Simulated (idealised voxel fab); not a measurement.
The following process module bears the name voxel spacer lines.
Cross-section cut spans 225 nm and uses square cells 5 nm in size.
A cross-section is a grid of square cells, given in bands from the top down. A band is one or more rows of cells.
Band: top height; bottom height; in nm. Then, left to right: material with width in nm, for each material. "everywhere": a single material spanning edge to edge. "air": empty space.
Below 0: as-received wafer, all one material; heights counted from there. Lowest band: no bottom, goes on down, written "from 0 down".
You'd read "30 to 40" like this: the band's top row of cells is as wide as the first number, its bottom row is as wide as the second, and going down, every row changes width by the same amount as the row before did.
Where the words "nothing altered" appear for a step, the cross-section shows no cell changed by that step; every cell remained as before.
Any empty space of 8 cells or more lacking an open way to the top shows up in "Voids, enclosed" as width x height at distance, distance from the left edge, in nm.
Past the settings on a step's line: simulator remark, on that step.
Among the settings permitted on a step's line is "overlay nm"; applied to a step with a mask, it specifies the extent to which the mask lay to the right of its planned position, whereas a negative figure signifies a position to the left.
[The following list gives the planned process steps]
1 RECEIVE [material Si]
2 CONFORMAL_DEP [material Al2O3] [thk nm 10]
3 DIRECTIONAL_DEP [material W] [thk nm 15]
4 DIRECTIONAL_DEP [material aC] [thk nm 25]
5 PATTERN [tone cover] [mask id MANDREL] [material resist] [width nm 25] [pitch nm 80] [thk nm 30] [overlay nm 0]
6 DIRECTIONAL_ETCH [etch materials aC] [depth nm 25]
7 STRIP [etch materials resist]
8 CONFORMAL_DEP [material SiO2] [thk nm 15]
9 DIRECTIONAL_ETCH [etch materials SiO2] [depth nm 15]
10 STRIP [etch materials aC]
11 DIRECTIONAL_ETCH [etch materials W] [depth nm 15]
12 STRIP [etch materials SiO2]
[As received (post step 1): cross-section]
from 0 down = Si everywhere
Voids, enclosed: none
[First of two wafers, end-of-module section, run followed plan]
from 25 to 10 = 5 nm air | 15 nm W | 25 nm air | 15 nm W | 25 nm air | 15 nm W | 25 nm air | 15 nm W | 25 nm air | 15 nm W | 25 nm air | 15 nm W | 5 nm air
from 10 to 0 = Al2O3 everywhere
from 0 down = Si everywhere
Voids, enclosed: none
[So this is wafer number two of the two, cut at the end of the module - it started where the first did and had the same plan, we just got one thing wrong running it]
from 65 to 50 = 5 nm air | 55 nm Al2O3 | 25 nm air | 55 nm Al2O3 | 25 nm air | 55 nm Al2O3 | 5 nm air
from 50 to 40 = 5 nm air | 15 nm Al2O3 | 25 nm aC | 15 nm Al2O3 | 25 nm air | 15 nm Al2O3 | 25 nm aC | 15 nm Al2O3 | 25 nm air | 15 nm Al2O3 | 25 nm aC | 15 nm Al2O3 | 5 nm air
from 40 to 25 = 20 nm Al2O3 | 25 nm aC | 55 nm Al2O3 | 25 nm aC | 55 nm Al2O3 | 25 nm aC | 20 nm Al2O3
from 25 to 10 = W everywhere
from 10 to 0 = Al2O3 everywhere
from 0 down = Si everywhere
Voids, enclosed: none
The mistake made against the process plan was this: step 8 went in with a setting other than planned; the actual run was CONFORMAL_DEP [material Al2O3] [thk nm 15]
Materials where the second wafer ends with more or fewer cells than the first: Al2O3 +225; W +81; aC +75
